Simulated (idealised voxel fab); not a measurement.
process module | voxel capacitor over wiring
cross-section cut | 245 nm wide | cells 5 nm
A cross-section is a grid of square cells, given in bands from the top down. A band is one or more rows of cells.
Each band's line starts with the height of the band's top and of its bottom, in nm. Then come its materials from left to right, each with its width in nm. One material with "throughout" fills the band from edge to edge. "air" is empty space.
Height 0 is the level under which the wafer as received is all one material. The lowest band goes on downwards, as in "0 down".
A width such as "30 to 40" changes by the same amount from each row of cells to the next, from the band's top row to its bottom row.
"no change" after a step means that no cell of the cross-section changed.
closed voids: empty space of 8 cells or more with no open way to the top, each as width x height at its distance from the left edge, in nm
after a step's settings: what the simulator itself notes on the step
overlay nm, on a step with a mask: how far to the right of its planned place the mask lay; to the left if negative
plan
1 op RECEIVE | material Si
2 op CONFORMAL_DEP | material SiO2 | thk nm 15
3 op DIRECTIONAL_DEP | material TiN | thk nm 5
4 op DIRECTIONAL_DEP | material Ru | thk nm 25
5 op PATTERN | tone cover | mask id METAL_1 | material resist | width nm 20 | pitch nm 75 | thk nm 20 | overlay nm 0
6 op DIRECTIONAL_ETCH | etch materials Ru | depth nm 25
7 op DIRECTIONAL_ETCH | etch materials TiN | depth nm 5
8 op STRIP | etch materials resist
9 op CONFORMAL_DEP | material SiCN | thk nm 5
10 op FILL_DEP | material SiO2 | thk nm 5
11 op CMP | height nm 45
12 op CONFORMAL_DEP | material SiCN | thk nm 5
13 op DIRECTIONAL_DEP | material lowk | thk nm 20
14 op MASKED_ETCH | tone open | mask id PLUG_1 | width nm 15 | etch materials lowk | depth nm 20 | overlay nm 0
15 op MASKED_ETCH | tone open | mask id PLUG_1 | width nm 15 | etch materials SiCN | depth nm 5 | overlay nm 0
16 op CONFORMAL_DEP | material TiN | thk nm 5
17 op FILL_DEP | material W | thk nm 10
18 op CMP | height nm 70
19 op DIRECTIONAL_DEP | material TiN | thk nm 5
20 op DIRECTIONAL_DEP | material SiN | thk nm 5
21 op DIRECTIONAL_DEP | material TiN | thk nm 10
22 op DIRECTIONAL_DEP | material aC | thk nm 10
23 op PATTERN | tone cover | mask id UPPER_PLATE | material resist | width nm 60 | thk nm 25 | overlay nm 0
24 op DIRECTIONAL_ETCH | etch materials aC | depth nm 10
25 op STRIP | etch materials resist
26 op DIRECTIONAL_ETCH | etch materials TiN | depth nm 10
27 op DIRECTIONAL_ETCH | etch materials SiN | depth nm 5
28 op STRIP | etch materials aC
29 op PATTERN | tone cover | mask id LOWER_PLATE | material resist | width nm 70 | thk nm 15 | overlay nm 0
30 op DIRECTIONAL_ETCH | etch materials TiN | depth nm 5
31 op STRIP | etch materials resist
32 op FILL_DEP | material SiO2 | thk nm 20
33 op CMP | height nm 105
34 op PATTERN | tone open | mask id PLUG_2 | material resist | width nm 15 | thk nm 20 | overlay nm 0
35 op DIRECTIONAL_ETCH | etch materials SiO2 | depth nm 15
36 op STRIP | etch materials resist
37 op CONFORMAL_DEP | material TiN | thk nm 5
38 op FILL_DEP | material Ru | thk nm 10
39 op CMP | height nm 105
40 op CONFORMAL_DEP | material SiN | thk nm 5
as received, after step 1
  0 down: Si throughout
  closed voids: none
a wafer at the end: this start, this plan, one mistake
  110 to 105: SiN throughout
  105 to 95: SiO2 90 | TiN 5 | Ru 5 | TiN 5 | SiO2 140
  95 to 90: SiO2 90 | TiN 15 | SiO2 140
  90 to 80: SiO2 80 | TiN 60 | SiO2 105
  80 to 75: SiO2 80 | SiN 60 | SiO2 105
  75 to 70: SiO2 75 | TiN 70 | SiO2 100
  70 to 50: lowk 80 | TiN 5 | W 5 | TiN 5 | lowk 150
  50 to 45: SiCN 80 | TiN 15 | SiCN 150
  45 to 40: SiO2 70 | SiCN 30 | SiO2 45 | SiCN 30 | SiO2 70
  40 to 20: SiO2 70 | SiCN 5 | Ru 20 | SiCN 5 | SiO2 45 | SiCN 5 | Ru 20 | SiCN 5 | SiO2 70
  20 to 15: SiCN 75 | Ru 20 | SiCN 55 | Ru 20 | SiCN 75
  15 to 0: SiO2 throughout
  0 down: Si throughout
  closed voids: none
what went wrong: step 3 was left out
